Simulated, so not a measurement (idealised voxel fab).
The following is a process module called voxel self aligned contacts.
Cross-sectional view cut (width: 200 nm; square cell size: 5 nm).
Each cross-section below is a grid of square cells, stated as bands in top-down order, with one or more rows of cells making up each band.
Basically the band line says how high the top is and how high the bottom is, in nm, and then what's in it from left to right, every material with its width in nm. Empty space shows up as "blank", and if a single material carries "all across" it runs the full band edge to edge.
Measure heights from 0. That's the level where, below it, the as-received wafer is all one material. The lowest band is bottomless and extends downward; write it as in "z 0 and below".
Width spec "30 to 40" -> top row of cells at first value, bottom row at second value, equal per-row change in between.
For the purposes of this document, the phrase "same as before" attached to a step denotes that no cell within the cross-section was modified by that step.
You'll see "Cavities, closed" listing empty spaces that have no way open to the top, as long as they're 8 cells or more; the notation is width x height at distance, where the distance is from the left edge, and all of it is in nm.
Past the settings on a step's line: simulator remark, on that step.
If you see "overlay nm" on a step's line and that step has a mask, it's telling you how far right of where it was planned the mask ended up; a negative number means it went left instead.
## plan
1 RECEIVE (material Si)
2 OXIDIZE (depth nm 5)
3 DIRECTIONAL_DEP (material polySi; thk nm 25)
4 DIRECTIONAL_DEP (material SiN; thk nm 20)
5 DIRECTIONAL_DEP (material aC; thk nm 10)
6 PATTERN (tone cover; mask id GATE; material resist; width nm 30; pitch nm 65; thk nm 30; overlay nm 0)
7 DIRECTIONAL_ETCH (etch materials aC; depth nm 10)
8 STRIP (etch materials resist)
9 DIRECTIONAL_ETCH (etch materials SiN; depth nm 20)
10 DIRECTIONAL_ETCH (etch materials polySi; depth nm 25)
11 STRIP (etch materials aC)
12 CONFORMAL_DEP (material SiN; thk nm 10)
13 DIRECTIONAL_ETCH (etch materials SiN; depth nm 10)
14 FILL_DEP (material SiO2; thk nm 15)
15 CMP (height nm 55)
16 DIRECTIONAL_DEP (material aC; thk nm 15)
17 PATTERN (tone open; mask id CONTACT; material resist; width nm 45; thk nm 30; overlay nm 0)
18 DIRECTIONAL_ETCH (etch materials aC; depth nm 15)
19 STRIP (etch materials resist)
20 DIRECTIONAL_ETCH (etch materials SiO2; depth nm 60)
21 STRIP (etch materials aC)
22 CONFORMAL_DEP (material TiN; thk nm 5)
23 FILL_DEP (material Ru; thk nm 5)
24 CMP (height nm 55)
25 CONFORMAL_DEP (material SiCN; thk nm 5)
## This is the cross-section of the wafer as we received it, i.e. after step 1
> z 0 and below  Si all across
> Cavities, closed: none
## As-planned run: cross-section of the first of two wafers at end of module
> z 60 to 55  SiCN all across
> z 55 to 45  SiO2 (75), then TiN (5 to 20), then Ru (35 to 5), then TiN (5 to 20), then SiO2 (80)
> z 45 to 25  SiO2 (40), then SiN (50), then TiN (5), then Ru (5), then TiN (5), then SiN (50), then SiO2 (45)
> z 25 to 0  SiO2 (40), then SiN (10), then polySi (30), then SiN (10), then TiN (5), then Ru (5), then TiN (5), then SiN (10), then polySi (30), then SiN (10), then SiO2 (45)
> z 0 to -5  SiO2 (90), then TiN (15), then SiO2 (95)
> z -5 and below  Si all across
> Cavities, closed: none
## Wafer two (of two), end-of-module cross-section: start = wafer one, plan = wafer one, one run mistake
> z 60 to 55  SiCN all across
> z 55 to 45  SiO2 (75), then TiN (5 to 20), then Ru (35 to 5), then TiN (5 to 20), then SiO2 (80)
> z 45 to 25  SiO2 (40), then SiN (50), then TiN (5), then Ru (5), then TiN (5), then SiN (50), then SiO2 (45)
> z 25 to 5  SiO2 (40), then SiN (10), then polySi (30), then SiN (10), then TiN (5), then Ru (5), then TiN (5), then SiN (10), then polySi (30), then SiN (10), then SiO2 (45)
> z 5 to 0  SiO2 (40), then SiN (10), then polySi (30), then SiN (10), then TiN (15), then SiN (10), then polySi (30), then SiN (10), then SiO2 (45)
> z 0 and below  Si all across
> Cavities, closed: none
What was done differently from what was planned? plan step 2: skipped, not run
at the end the second wafer has, in cells: Ru -1 | Si +40 | SiO2 -37 | TiN -2
